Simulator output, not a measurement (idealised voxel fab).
Process module in this document: voxel wiring stack
It is cross-section cut that appears here, measuring 270 nm in width, its square cells being 5 nm in size.
A cross-section is written here as square cells arranged in a grid, and it is given in bands from the top down, each band taking up one or more rows of cells.
Band: top height; bottom height; in nm. Then, left to right: material with width in nm, for each material. "throughout": a single material spanning edge to edge. "air": empty space.
Heights are measured from 0, the level below which the as-received wafer is all one material; the lowest band has no bottom and continues downward, written as in "z 0 and below".
Width: "30 to 40" (first number = top row, second number = bottom row, same change from row to row of cells).
A step reported as "stayed the same" is a step in which no cell of the cross-section changed.
Entry "Sealed internal cavities" = empty spaces >= 8 cells with no open way to the top; each as width x height at distance, distance from left edge, all nm.
On a step's line, text after the settings is the simulator commenting on that step.
overlay nm: on a step with a mask, how far right of its planned place the mask lay; negative means left.

PLANNED PROCESS STEPS
| 1 | RECEIVE: material Si |
| 2 | CONFORMAL_DEP: material SiO2, thk nm 15 |
| 3 | DIRECTIONAL_DEP: material TiN, thk nm 5 |
| 4 | DIRECTIONAL_DEP: material Ru, thk nm 20 |
| 5 | MASKED_ETCH: tone cover, mask id METAL_1, width nm 25, pitch nm 45, etch materials Ru, depth nm 20, overlay nm 0 |
| 6 | MASKED_ETCH: tone cover, mask id METAL_1, width nm 25, pitch nm 45, etch materials TiN, depth nm 5, overlay nm 0 |
| 7 | CONFORMAL_DEP: material SiCN, thk nm 5 |
| 8 | FILL_DEP: material SiO2, thk nm 10 |
| 9 | CMP: height nm 40 |
| 10 | CONFORMAL_DEP: material SiCN, thk nm 5 |
| 11 | DIRECTIONAL_DEP: material lowk, thk nm 30 |
| 12 | DIRECTIONAL_DEP: material aC, thk nm 10 |
| 13 | PATTERN: tone open, mask id METAL_2_HOLES, material resist, width nm 15, pitch nm 45, thk nm 25, overlay nm 0 |
| 14 | DIRECTIONAL_ETCH: etch materials aC, depth nm 10 |
| 15 | STRIP: etch materials resist |
| 16 | DIRECTIONAL_ETCH: etch materials lowk, depth nm 30 |
| 17 | STRIP: etch materials aC |
| 18 | MASKED_ETCH: tone open, mask id METAL_2, width nm 25, pitch nm 45, etch materials lowk, depth nm 15, overlay nm 0 |
| 19 | MASKED_ETCH: tone open, mask id METAL_2, width nm 25, pitch nm 45, etch materials SiCN, depth nm 5, overlay nm 0 |
| 20 | CONFORMAL_DEP: material TiN, thk nm 5 |
| 21 | FILL_DEP: material Ru, thk nm 10 |
| 22 | CMP: height nm 75 |
| 23 | CONFORMAL_DEP: material SiCN, thk nm 5 |
| 24 | DIRECTIONAL_DEP: material lowk, thk nm 10 |
| 25 | PATTERN: tone open, mask id PLUG_2, material resist, width nm 15, pitch nm 45, thk nm 20, overlay nm 0 |
| 26 | DIRECTIONAL_ETCH: etch materials lowk, depth nm 10 |
| 27 | DIRECTIONAL_ETCH: etch materials SiCN, depth nm 5 |
| 28 | STRIP: etch materials resist |
| 29 | EPI: material Ru, thk nm 10 |
| 30 | EPI: material Ru, thk nm 5 |
| 31 | DIRECTIONAL_DEP: material TiN, thk nm 5 |
| 32 | DIRECTIONAL_DEP: material W, thk nm 25 |
| 33 | MASKED_ETCH: tone cover, mask id METAL_3, width nm 25, pitch nm 45, etch materials W, depth nm 25, overlay nm 0 |
| 34 | MASKED_ETCH: tone cover, mask id METAL_3, width nm 25, pitch nm 45, etch materials TiN, depth nm 5, overlay nm 0 |
| 35 | FILL_DEP: material lowk, thk nm 10 |
| 36 | CMP: height nm 120 |
| 37 | CONFORMAL_DEP: material SiCN, thk nm 5 |

FIRST WAFER OUT OF TWO, PROCESSED AS PLANNED

THE CROSS-SECTION HERE SHOWS THE WAFER AS RECEIVED, I.E. IN ITS STATE AFTER STEP 1
- z 0 and below | Si throughout
- Sealed internal cavities: none

UPON COMPLETION OF STEP 2, THE WAFER APPEARS IN CROSS-SECTION AS SHOWN
- z 15 to 0 | SiO2 throughout
- Beneath the level 0, the cross-section is identical to its previous state.

UPON COMPLETION OF STEP 3, THE WAFER APPEARS IN CROSS-SECTION AS SHOWN
- z 20 to 15 | TiN throughout
- Beneath the level 15, the cross-section is identical to its previous state.

UPON COMPLETION OF STEP 4, THE WAFER APPEARS IN CROSS-SECTION AS SHOWN
- z 40 to 20 | Ru throughout
- Beneath the level 20, the cross-section is identical to its previous state.

UPON COMPLETION OF STEP 5, THE WAFER APPEARS IN CROSS-SECTION AS SHOWN
- z 40 to 20 | air=75; Ru=25; air=20; Ru=25; air=20; Ru=25; air=80
- Beneath the level 20, the cross-section is identical to its previous state.

UPON COMPLETION OF STEP 6, THE WAFER APPEARS IN CROSS-SECTION AS SHOWN
- z 40 to 20 | air=75; Ru=25; air=20; Ru=25; air=20; Ru=25; air=80
- z 20 to 15 | air=75; TiN=25; air=20; TiN=25; air=20; TiN=25; air=80
- Beneath the level 15, the cross-section is identical to its previous state.

UPON COMPLETION OF STEP 7, THE WAFER APPEARS IN CROSS-SECTION AS SHOWN
- z 45 to 40 | air=70; SiCN=35; air=10; SiCN=35; air=10; SiCN=35; air=75
- z 40 to 20 | air=70; SiCN=5; Ru=25; SiCN=5; air=10; SiCN=5; Ru=25; SiCN=5; air=10; SiCN=5; Ru=25; SiCN=5; air=75
- z 20 to 15 | SiCN=75; TiN=25; SiCN=20; TiN=25; SiCN=20; TiN=25; SiCN=80
- Beneath the level 15, the cross-section is identical to its previous state.

UPON COMPLETION OF STEP 8, THE WAFER APPEARS IN CROSS-SECTION AS SHOWN
- z 55 to 45 | SiO2 throughout
- z 45 to 40 | SiO2=70; SiCN=35; SiO2=10; SiCN=35; SiO2=10; SiCN=35; SiO2=75
- z 40 to 20 | SiO2=70; SiCN=5; Ru=25; SiCN=5; SiO2=10; SiCN=5; Ru=25; SiCN=5; SiO2=10; SiCN=5; Ru=25; SiCN=5; SiO2=75
- Beneath the level 20, the cross-section is identical to its previous state.

UPON COMPLETION OF STEP 9, THE WAFER APPEARS IN CROSS-SECTION AS SHOWN
- z 40 to 20 | SiO2=70; SiCN=5; Ru=25; SiCN=5; SiO2=10; SiCN=5; Ru=25; SiCN=5; SiO2=10; SiCN=5; Ru=25; SiCN=5; SiO2=75
- Beneath the level 20, the cross-section is identical to its previous state.

UPON COMPLETION OF STEP 10, THE WAFER APPEARS IN CROSS-SECTION AS SHOWN
- z 45 to 40 | SiCN throughout
- Beneath the level 40, the cross-section is identical to its previous state.

UPON COMPLETION OF STEP 11, THE WAFER APPEARS IN CROSS-SECTION AS SHOWN
- z 75 to 45 | lowk throughout
- Beneath the level 45, the cross-section is identical to its previous state.

UPON COMPLETION OF STEP 12, THE WAFER APPEARS IN CROSS-SECTION AS SHOWN
- z 85 to 75 | aC throughout
- Beneath the level 75, the cross-section is identical to its previous state.

UPON COMPLETION OF STEP 13, THE WAFER APPEARS IN CROSS-SECTION AS SHOWN
- z 110 to 85 | resist=75; air=15; resist=30; air=15; resist=30; air=15; resist=90
- Beneath the level 85, the cross-section is identical to its previous state.

UPON COMPLETION OF STEP 14, THE WAFER APPEARS IN CROSS-SECTION AS SHOWN
- z 100 to 85 | resist=75; air=15; resist=30; air=15; resist=30; air=15; resist=90
- z 85 to 75 | aC=75; air=15; aC=30; air=15; aC=30; air=15; aC=90
- Beneath the level 75, the cross-section is identical to its previous state.

UPON COMPLETION OF STEP 15, THE WAFER APPEARS IN CROSS-SECTION AS SHOWN
- z 85 to 75 | aC=75; air=15; aC=30; air=15; aC=30; air=15; aC=90
- Beneath the level 75, the cross-section is identical to its previous state.

UPON COMPLETION OF STEP 16, THE WAFER APPEARS IN CROSS-SECTION AS SHOWN
- z 85 to 75 | aC=75; air=15; aC=30; air=15; aC=30; air=15; aC=90
- z 75 to 45 | lowk=75; air=15; lowk=30; air=15; lowk=30; air=15; lowk=90
- Beneath the level 45, the cross-section is identical to its previous state.

UPON COMPLETION OF STEP 17, THE WAFER APPEARS IN CROSS-SECTION AS SHOWN
- z 75 to 45 | lowk=75; air=15; lowk=30; air=15; lowk=30; air=15; lowk=90
- Beneath the level 45, the cross-section is identical to its previous state.

UPON COMPLETION OF STEP 18, THE WAFER APPEARS IN CROSS-SECTION AS SHOWN
- z 75 to 60 | lowk=75; air=25; lowk=20; air=25; lowk=20; air=25; lowk=80
- Beneath the level 60, the cross-section is identical to its previous state.

UPON COMPLETION OF STEP 19, THE WAFER APPEARS IN CROSS-SECTION AS SHOWN
- z 75 to 60 | lowk=75; air=25; lowk=20; air=25; lowk=20; air=25; lowk=80
- z 60 to 45 | lowk=75; air=15; lowk=30; air=15; lowk=30; air=15; lowk=90
- z 45 to 40 | SiCN=75; air=15; SiCN=30; air=15; SiCN=30; air=15; SiCN=90
- Beneath the level 40, the cross-section is identical to its previous state.

UPON COMPLETION OF STEP 20, THE WAFER APPEARS IN CROSS-SECTION AS SHOWN
- z 80 to 75 | TiN=80; air=15; TiN=30; air=15; TiN=30; air=15; TiN=85
- z 75 to 65 | lowk=75; TiN=5; air=15; TiN=5; lowk=20; TiN=5; air=15; TiN=5; lowk=20; TiN=5; air=15; TiN=5; lowk=80
- z 65 to 60 | lowk=75; TiN=5; air=5; TiN=15; lowk=20; TiN=5; air=5; TiN=15; lowk=20; TiN=5; air=5; TiN=15; lowk=80
- z 60 to 45 | lowk=75; TiN=5; air=5; TiN=5; lowk=30; TiN=5; air=5; TiN=5; lowk=30; TiN=5; air=5; TiN=5; lowk=90
- z 45 to 40 | SiCN=75; TiN=15; SiCN=30; TiN=15; SiCN=30; TiN=15; SiCN=90
- Beneath the level 40, the cross-section is identical to its previous state.

UPON COMPLETION OF STEP 21, THE WAFER APPEARS IN CROSS-SECTION AS SHOWN
- z 90 to 80 | Ru throughout
- z 80 to 75 | TiN=80; Ru=15; TiN=30; Ru=15; TiN=30; Ru=15; TiN=85
- z 75 to 65 | lowk=75; TiN=5; Ru=15; TiN=5; lowk=20; TiN=5; Ru=15; TiN=5; lowk=20; TiN=5; Ru=15; TiN=5; lowk=80
- z 65 to 60 | lowk=75; TiN=5; Ru=5; TiN=15; lowk=20; TiN=5; Ru=5; TiN=15; lowk=20; TiN=5; Ru=5; TiN=15; lowk=80
- z 60 to 45 | lowk=75; TiN=5; Ru=5; TiN=5; lowk=30; TiN=5; Ru=5; TiN=5; lowk=30; TiN=5; Ru=5; TiN=5; lowk=90
- Beneath the level 45, the cross-section is identical to its previous state.

UPON COMPLETION OF STEP 22, THE WAFER APPEARS IN CROSS-SECTION AS SHOWN
- z 75 to 65 | lowk=75; TiN=5; Ru=15; TiN=5; lowk=20; TiN=5; Ru=15; TiN=5; lowk=20; TiN=5; Ru=15; TiN=5; lowk=80
- Beneath the level 65, the cross-section is identical to its previous state.

UPON COMPLETION OF STEP 23, THE WAFER APPEARS IN CROSS-SECTION AS SHOWN
- z 80 to 75 | SiCN throughout
- Beneath the level 75, the cross-section is identical to its previous state.

UPON COMPLETION OF STEP 24, THE WAFER APPEARS IN CROSS-SECTION AS SHOWN
- z 90 to 80 | lowk throughout
- Beneath the level 80, the cross-section is identical to its previous state.

UPON COMPLETION OF STEP 25, THE WAFER APPEARS IN CROSS-SECTION AS SHOWN
- z 110 to 90 | resist=75; air=15; resist=30; air=15; resist=30; air=15; resist=90
- Beneath the level 90, the cross-section is identical to its previous state.

UPON COMPLETION OF STEP 26, THE WAFER APPEARS IN CROSS-SECTION AS SHOWN
- z 110 to 90 | resist=75; air=15; resist=30; air=15; resist=30; air=15; resist=90
- z 90 to 80 | lowk=75; air=15; lowk=30; air=15; lowk=30; air=15; lowk=90
- Beneath the level 80, the cross-section is identical to its previous state.

UPON COMPLETION OF STEP 27, THE WAFER APPEARS IN CROSS-SECTION AS SHOWN
- z 110 to 90 | resist=75; air=15; resist=30; air=15; resist=30; air=15; resist=90
- z 90 to 80 | lowk=75; air=15; lowk=30; air=15; lowk=30; air=15; lowk=90
- z 80 to 75 | SiCN=75; air=15; SiCN=30; air=15; SiCN=30; air=15; SiCN=90
- Beneath the level 75, the cross-section is identical to its previous state.

UPON COMPLETION OF STEP 28, THE WAFER APPEARS IN CROSS-SECTION AS SHOWN
- z 90 to 80 | lowk=75; air=15; lowk=30; air=15; lowk=30; air=15; lowk=90
- Beneath the level 80, the cross-section is identical to its previous state.

UPON COMPLETION OF STEP 29, THE WAFER APPEARS IN CROSS-SECTION AS SHOWN
- z 90 to 85 | lowk=75; air=15; lowk=30; air=15; lowk=30; air=15; lowk=90
- z 85 to 80 | lowk=75; Ru=15; lowk=30; Ru=15; lowk=30; Ru=15; lowk=90
- z 80 to 75 | SiCN=75; Ru=15; SiCN=30; Ru=15; SiCN=30; Ru=15; SiCN=90
- Beneath the level 75, the cross-section is identical to its previous state.

UPON COMPLETION OF STEP 30, THE WAFER APPEARS IN CROSS-SECTION AS SHOWN
- z 90 to 80 | lowk=75; Ru=15; lowk=30; Ru=15; lowk=30; Ru=15; lowk=90
- Beneath the level 80, the cross-section is identical to its previous state.

UPON COMPLETION OF STEP 31, THE WAFER APPEARS IN CROSS-SECTION AS SHOWN
- z 95 to 90 | TiN throughout
- Beneath the level 90, the cross-section is identical to its previous state.

UPON COMPLETION OF STEP 32, THE WAFER APPEARS IN CROSS-SECTION AS SHOWN
- z 120 to 95 | W throughout
- Beneath the level 95, the cross-section is identical to its previous state.

UPON COMPLETION OF STEP 33, THE WAFER APPEARS IN CROSS-SECTION AS SHOWN
- z 120 to 95 | air=75; W=25; air=20; W=25; air=20; W=25; air=80
- Beneath the level 95, the cross-section is identical to its previous state.

UPON COMPLETION OF STEP 34, THE WAFER APPEARS IN CROSS-SECTION AS SHOWN
- z 120 to 95 | air=75; W=25; air=20; W=25; air=20; W=25; air=80
- z 95 to 90 | air=75; TiN=25; air=20; TiN=25; air=20; TiN=25; air=80
- Beneath the level 90, the cross-section is identical to its previous state.

UPON COMPLETION OF STEP 35, THE WAFER APPEARS IN CROSS-SECTION AS SHOWN
- z 130 to 120 | lowk throughout
- z 120 to 95 | lowk=75; W=25; lowk=20; W=25; lowk=20; W=25; lowk=80
- z 95 to 90 | lowk=75; TiN=25; lowk=20; TiN=25; lowk=20; TiN=25; lowk=80
- Beneath the level 90, the cross-section is identical to its previous state.

UPON COMPLETION OF STEP 36, THE WAFER APPEARS IN CROSS-SECTION AS SHOWN
- z 120 to 95 | lowk=75; W=25; lowk=20; W=25; lowk=20; W=25; lowk=80
- Beneath the level 95, the cross-section is identical to its previous state.

UPON COMPLETION OF STEP 37, THE WAFER APPEARS IN CROSS-SECTION AS SHOWN
- z 125 to 120 | SiCN throughout
- Beneath the level 120, the cross-section is identical to its previous state.

WHAT FOLLOWS CONCERNS THE SECOND WAFER, WHICH STARTED OUT LIKE THE FIRST AND WAS MEANT TO FOLLOW THE VERY SAME PLAN; ONE MISTAKE CREPT IN WHEN IT WAS RUN, BUT EVERYTHING UP TO AND INCLUDING STEP 10 IS THE SAME AS FOR THE FIRST WAFER

THE SECOND WAFER IN CROSS-SECTION, AT THE PLANNED CLOSE OF STEP 11
- z 105 to 45 | lowk throughout
- Beneath the level 45, the cross-section is identical to its previous state.

THE SECOND WAFER IN CROSS-SECTION, AT THE PLANNED CLOSE OF STEP 12
- z 115 to 105 | aC throughout
- Beneath the level 105, the cross-section is identical to its previous state.

THE SECOND WAFER IN CROSS-SECTION, AT THE PLANNED CLOSE OF STEP 13
- z 140 to 115 | resist=75; air=15; resist=30; air=15; resist=30; air=15; resist=90
- Beneath the level 115, the cross-section is identical to its previous state.

THE SECOND WAFER IN CROSS-SECTION, AT THE PLANNED CLOSE OF STEP 14
- z 130 to 115 | resist=75; air=15; resist=30; air=15; resist=30; air=15; resist=90
- z 115 to 105 | aC=75; air=15; aC=30; air=15; aC=30; air=15; aC=90
- Beneath the level 105, the cross-section is identical to its previous state.

THE SECOND WAFER IN CROSS-SECTION, AT THE PLANNED CLOSE OF STEP 15
- z 115 to 105 | aC=75; air=15; aC=30; air=15; aC=30; air=15; aC=90
- Beneath the level 105, the cross-section is identical to its previous state.

THE SECOND WAFER IN CROSS-SECTION, AT THE PLANNED CLOSE OF STEP 16
- z 115 to 105 | aC=75; air=15; aC=30; air=15; aC=30; air=15; aC=90
- z 105 to 75 | lowk=75; air=15; lowk=30; air=15; lowk=30; air=15; lowk=90
- Beneath the level 75, the cross-section is identical to its previous state.

THE SECOND WAFER IN CROSS-SECTION, AT THE PLANNED CLOSE OF STEP 17
- z 105 to 75 | lowk=75; air=15; lowk=30; air=15; lowk=30; air=15; lowk=90
- Beneath the level 75, the cross-section is identical to its previous state.

THE SECOND WAFER IN CROSS-SECTION, AT THE PLANNED CLOSE OF STEP 18
- z 105 to 90 | lowk=75; air=25; lowk=20; air=25; lowk=20; air=25; lowk=80
- z 90 to 60 | lowk=75; air=15; lowk=30; air=15; lowk=30; air=15; lowk=90
- Beneath the level 60, the cross-section is identical to its previous state.

The second wafer in cross-section, at the planned close of step 19: stayed the same

THE SECOND WAFER IN CROSS-SECTION, AT THE PLANNED CLOSE OF STEP 20
- z 110 to 105 | TiN=80; air=15; TiN=30; air=15; TiN=30; air=15; TiN=85
- z 105 to 95 | lowk=75; TiN=5; air=15; TiN=5; lowk=20; TiN=5; air=15; TiN=5; lowk=20; TiN=5; air=15; TiN=5; lowk=80
- z 95 to 90 | lowk=75; TiN=5; air=5; TiN=15; lowk=20; TiN=5; air=5; TiN=15; lowk=20; TiN=5; air=5; TiN=15; lowk=80
- z 90 to 65 | lowk=75; TiN=5; air=5; TiN=5; lowk=30; TiN=5; air=5; TiN=5; lowk=30; TiN=5; air=5; TiN=5; lowk=90
- z 65 to 60 | lowk=75; TiN=15; lowk=30; TiN=15; lowk=30; TiN=15; lowk=90
- Beneath the level 60, the cross-section is identical to its previous state.

THE SECOND WAFER IN CROSS-SECTION, AT THE PLANNED CLOSE OF STEP 21
- z 120 to 110 | Ru throughout
- z 110 to 105 | TiN=80; Ru=15; TiN=30; Ru=15; TiN=30; Ru=15; TiN=85
- z 105 to 95 | lowk=75; TiN=5; Ru=15; TiN=5; lowk=20; TiN=5; Ru=15; TiN=5; lowk=20; TiN=5; Ru=15; TiN=5; lowk=80
- z 95 to 90 | lowk=75; TiN=5; Ru=5; TiN=15; lowk=20; TiN=5; Ru=5; TiN=15; lowk=20; TiN=5; Ru=5; TiN=15; lowk=80
- z 90 to 65 | lowk=75; TiN=5; Ru=5; TiN=5; lowk=30; TiN=5; Ru=5; TiN=5; lowk=30; TiN=5; Ru=5; TiN=5; lowk=90
- Beneath the level 65, the cross-section is identical to its previous state.

THE SECOND WAFER IN CROSS-SECTION, AT THE PLANNED CLOSE OF STEP 22
- z 75 to 65 | lowk=75; TiN=5; Ru=5; TiN=5; lowk=30; TiN=5; Ru=5; TiN=5; lowk=30; TiN=5; Ru=5; TiN=5; lowk=90
- Beneath the level 65, the cross-section is identical to its previous state.

THE SECOND WAFER IN CROSS-SECTION, AT THE PLANNED CLOSE OF STEP 23
- z 80 to 75 | SiCN throughout
- Beneath the level 75, the cross-section is identical to its previous state.

THE SECOND WAFER IN CROSS-SECTION, AT THE PLANNED CLOSE OF STEP 24
- z 90 to 80 | lowk throughout
- Beneath the level 80, the cross-section is identical to its previous state.

THE SECOND WAFER IN CROSS-SECTION, AT THE PLANNED CLOSE OF STEP 25
- z 110 to 90 | resist=75; air=15; resist=30; air=15; resist=30; air=15; resist=90
- Beneath the level 90, the cross-section is identical to its previous state.

THE SECOND WAFER IN CROSS-SECTION, AT THE PLANNED CLOSE OF STEP 26
- z 110 to 90 | resist=75; air=15; resist=30; air=15; resist=30; air=15; resist=90
- z 90 to 80 | lowk=75; air=15; lowk=30; air=15; lowk=30; air=15; lowk=90
- Beneath the level 80, the cross-section is identical to its previous state.

THE SECOND WAFER IN CROSS-SECTION, AT THE PLANNED CLOSE OF STEP 27
- z 110 to 90 | resist=75; air=15; resist=30; air=15; resist=30; air=15; resist=90
- z 90 to 80 | lowk=75; air=15; lowk=30; air=15; lowk=30; air=15; lowk=90
- z 80 to 75 | SiCN=75; air=15; SiCN=30; air=15; SiCN=30; air=15; SiCN=90
- Beneath the level 75, the cross-section is identical to its previous state.

THE SECOND WAFER IN CROSS-SECTION, AT THE PLANNED CLOSE OF STEP 28
- z 90 to 80 | lowk=75; air=15; lowk=30; air=15; lowk=30; air=15; lowk=90
- Beneath the level 80, the cross-section is identical to its previous state.

THE SECOND WAFER IN CROSS-SECTION, AT THE PLANNED CLOSE OF STEP 29
- z 90 to 85 | lowk=75; air=15; lowk=30; air=15; lowk=30; air=15; lowk=90
- z 85 to 80 | lowk=75; Ru=15; lowk=30; Ru=15; lowk=30; Ru=15; lowk=90
- z 80 to 75 | SiCN=75; Ru=15; SiCN=30; Ru=15; SiCN=30; Ru=15; SiCN=90
- Beneath the level 75, the cross-section is identical to its previous state.

THE SECOND WAFER IN CROSS-SECTION, AT THE PLANNED CLOSE OF STEP 30
- z 90 to 80 | lowk=75; Ru=15; lowk=30; Ru=15; lowk=30; Ru=15; lowk=90
- Beneath the level 80, the cross-section is identical to its previous state.

THE SECOND WAFER IN CROSS-SECTION, AT THE PLANNED CLOSE OF STEP 31
- z 95 to 90 | TiN throughout
- Beneath the level 90, the cross-section is identical to its previous state.

THE SECOND WAFER IN CROSS-SECTION, AT THE PLANNED CLOSE OF STEP 32
- z 120 to 95 | W throughout
- Beneath the level 95, the cross-section is identical to its previous state.

THE SECOND WAFER IN CROSS-SECTION, AT THE PLANNED CLOSE OF STEP 33
- z 120 to 95 | air=75; W=25; air=20; W=25; air=20; W=25; air=80
- Beneath the level 95, the cross-section is identical to its previous state.

THE SECOND WAFER IN CROSS-SECTION, AT THE PLANNED CLOSE OF STEP 34
- z 120 to 95 | air=75; W=25; air=20; W=25; air=20; W=25; air=80
- z 95 to 90 | air=75; TiN=25; air=20; TiN=25; air=20; TiN=25; air=80
- Beneath the level 90, the cross-section is identical to its previous state.

THE SECOND WAFER IN CROSS-SECTION, AT THE PLANNED CLOSE OF STEP 35
- z 130 to 120 | lowk throughout
- z 120 to 95 | lowk=75; W=25; lowk=20; W=25; lowk=20; W=25; lowk=80
- z 95 to 90 | lowk=75; TiN=25; lowk=20; TiN=25; lowk=20; TiN=25; lowk=80
- Beneath the level 90, the cross-section is identical to its previous state.

THE SECOND WAFER IN CROSS-SECTION, AT THE PLANNED CLOSE OF STEP 36
- z 120 to 95 | lowk=75; W=25; lowk=20; W=25; lowk=20; W=25; lowk=80
- Beneath the level 95, the cross-section is identical to its previous state.

THE SECOND WAFER IN CROSS-SECTION, AT THE PLANNED CLOSE OF STEP 37
- z 125 to 120 | SiCN throughout
- Beneath the level 120, the cross-section is identical to its previous state.
Want to know what went wrong? twice, step 11 of the plan was run
It is noted that, at the conclusion of processing, the second wafer exhibits a higher or lower cell count for certain materials relative to the first: Ru -24, SiCN +9, TiN -30, lowk +45
